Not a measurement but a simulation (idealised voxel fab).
Process module in this document: voxel capacitor over wiring
FYI the section here is cut, 270 nm wide, cells are 5 nm squares.
A cross-section in this document is a grid of square cells, and it is written down as bands, the top band listed before the ones below it; a band is made up of one or more rows of cells. Band: top height; bottom height; in nm. Then, left to right: material with width in nm, for each material. "edge to edge": a single material spanning edge to edge. "blank": empty space. The level at which height equals 0 is the one under which the wafer, as it arrives, is entirely one material. No lower edge exists for the bottom band, which continues downward and is notated as in "top 0, no bottom". The notation "30 to 40" denotes a width that varies across the rows of cells in the band, beginning at the first number in the top row, finishing at the second number in the bottom row, and changing by an identical amount from each row to the next. A step reported as "no alterations made" is a step in which no cell of the cross-section changed. "Listed closed voids" - sealed voids, min. 8 cells, no opening to top; format: width x height at distance (distance from left edge; nm throughout). Note: text after step settings on the step line = simulator remark on that step. overlay nm: for a step with a mask, the amount by which the mask lay right of where it was planned; a negative amount means left of it.
Set out below are the planned steps of the process
1) RECEIVE: material Si
2) CONFORMAL_DEP: material SiO2, thk nm 10
3) DIRECTIONAL_DEP: material TiN, thk nm 5
4) DIRECTIONAL_DEP: material W, thk nm 15
5) MASKED_ETCH: tone cover, mask id METAL_1, width nm 25, pitch nm 95, etch materials W, depth nm 15, overlay nm 0
6) MASKED_ETCH: tone cover, mask id METAL_1, width nm 25, pitch nm 95, etch materials TiN, depth nm 5, overlay nm 0
7) CONFORMAL_DEP: material SiCN, thk nm 5
8) FILL_DEP: material lowk, thk nm 10
9) CMP: height nm 30
10) CONFORMAL_DEP: material SiCN, thk nm 5
11) DIRECTIONAL_DEP: material SiO2, thk nm 10
12) DIRECTIONAL_DEP: material aC, thk nm 15
13) PATTERN: tone open, mask id PLUG_1, material resist, width nm 15, thk nm 30, overlay nm 0
14) DIRECTIONAL_ETCH: etch materials aC, depth nm 15
15) STRIP: etch materials resist
16) DIRECTIONAL_ETCH: etch materials SiO2, depth nm 10
17) DIRECTIONAL_ETCH: etch materials SiCN, depth nm 5
18) STRIP: etch materials aC
19) EPI: material Ru, thk nm 10
20) EPI: material Ru, thk nm 5
21) DIRECTIONAL_DEP: material TiN, thk nm 10
22) DIRECTIONAL_DEP: material HfO2, thk nm 5
23) DIRECTIONAL_DEP: material TiN, thk nm 5
24) MASKED_ETCH: tone cover, mask id UPPER_PLATE, width nm 75, etch materials TiN, depth nm 5, overlay nm 0
25) MASKED_ETCH: tone cover, mask id UPPER_PLATE, width nm 75, etch materials HfO2, depth nm 5, overlay nm 0
26) DIRECTIONAL_DEP: material aC, thk nm 10
27) PATTERN: tone cover, mask id LOWER_PLATE, material resist, width nm 85, thk nm 25, overlay nm 0
28) DIRECTIONAL_ETCH: etch materials aC, depth nm 10
29) STRIP: etch materials resist
30) DIRECTIONAL_ETCH: etch materials TiN, depth nm 10
31) STRIP: etch materials aC
32) FILL_DEP: material SiO2, thk nm 20
33) CMP: height nm 80
34) PATTERN: tone open, mask id PLUG_2, material resist, width nm 15, thk nm 20, overlay nm 0
35) DIRECTIONAL_ETCH: etch materials SiO2, depth nm 15
36) STRIP: etch materials resist
37) CONFORMAL_DEP: material TiN, thk nm 5
38) FILL_DEP: material W, thk nm 10
39) CMP: height nm 80
40) CONFORMAL_DEP: material SiN, thk nm 5
Here's what the wafer looked like in cross-section when it arrived - that's after step 1
top 0, no bottom | Si edge to edge
Listed closed voids: none
The first of two wafers, cross-sectioned at the end of the module, with the run proceeding as planned
top 85, bottom 80 | SiN edge to edge
top 80, bottom 70 | SiO2 95 nm  TiN 5 nm  W 5 nm  TiN 5 nm  SiO2 160 nm
top 70, bottom 60 | SiO2 95 to 85 nm  TiN 15 to 75 nm  SiO2 160 to 110 nm
top 60, bottom 55 | SiO2 85 nm  HfO2 75 nm  SiO2 110 nm
top 55, bottom 45 | SiO2 80 nm  TiN 85 nm  SiO2 105 nm
top 45, bottom 35 | SiO2 85 nm  Ru 15 nm  SiO2 170 nm
top 35, bottom 30 | SiCN 85 nm  Ru 15 nm  SiCN 170 nm
top 30, bottom 15 | lowk 70 nm  SiCN 5 nm  W 25 nm  SiCN 5 nm  lowk 60 nm  SiCN 5 nm  W 25 nm  SiCN 5 nm  lowk 70 nm
top 15, bottom 10 | SiCN 75 nm  TiN 25 nm  SiCN 70 nm  TiN 25 nm  SiCN 75 nm
top 10, bottom 0 | SiO2 edge to edge
top 0, no bottom | Si edge to edge
Listed closed voids: none
What the second wafer looks like in cross-section once the module is done. Its start and its plan matched the first wafer's exactly; what differed was one mistake in how it was run
top 85, bottom 80 | SiN edge to edge
top 80, bottom 70 | SiO2 95 nm  TiN 5 nm  W 5 nm  TiN 5 nm  SiO2 160 nm
top 70, bottom 65 | SiO2 95 nm  TiN 15 nm  SiO2 160 nm
top 65, bottom 60 | SiO2 edge to edge
top 60, bottom 55 | SiO2 85 nm  TiN 75 nm  SiO2 110 nm
top 55, bottom 45 | SiO2 80 nm  TiN 85 nm  SiO2 105 nm
top 45, bottom 35 | SiO2 85 nm  Ru 15 nm  SiO2 170 nm
top 35, bottom 30 | SiCN 85 nm  Ru 15 nm  SiCN 170 nm
top 30, bottom 15 | lowk 70 nm  SiCN 5 nm  W 25 nm  SiCN 5 nm  lowk 60 nm  SiCN 5 nm  W 25 nm  SiCN 5 nm  lowk 70 nm
top 15, bottom 10 | SiCN 75 nm  TiN 25 nm  SiCN 70 nm  TiN 25 nm  SiCN 75 nm
top 10, bottom 0 | SiO2 edge to edge
top 0, no bottom | Si edge to edge
Listed closed voids: none
Deviation from plan: plan step 22 skipped
It is noted that, at the conclusion of processing, the second wafer exhibits a higher or lower cell count for certain materials relative to the first: HfO2 -15 | SiO2 +15
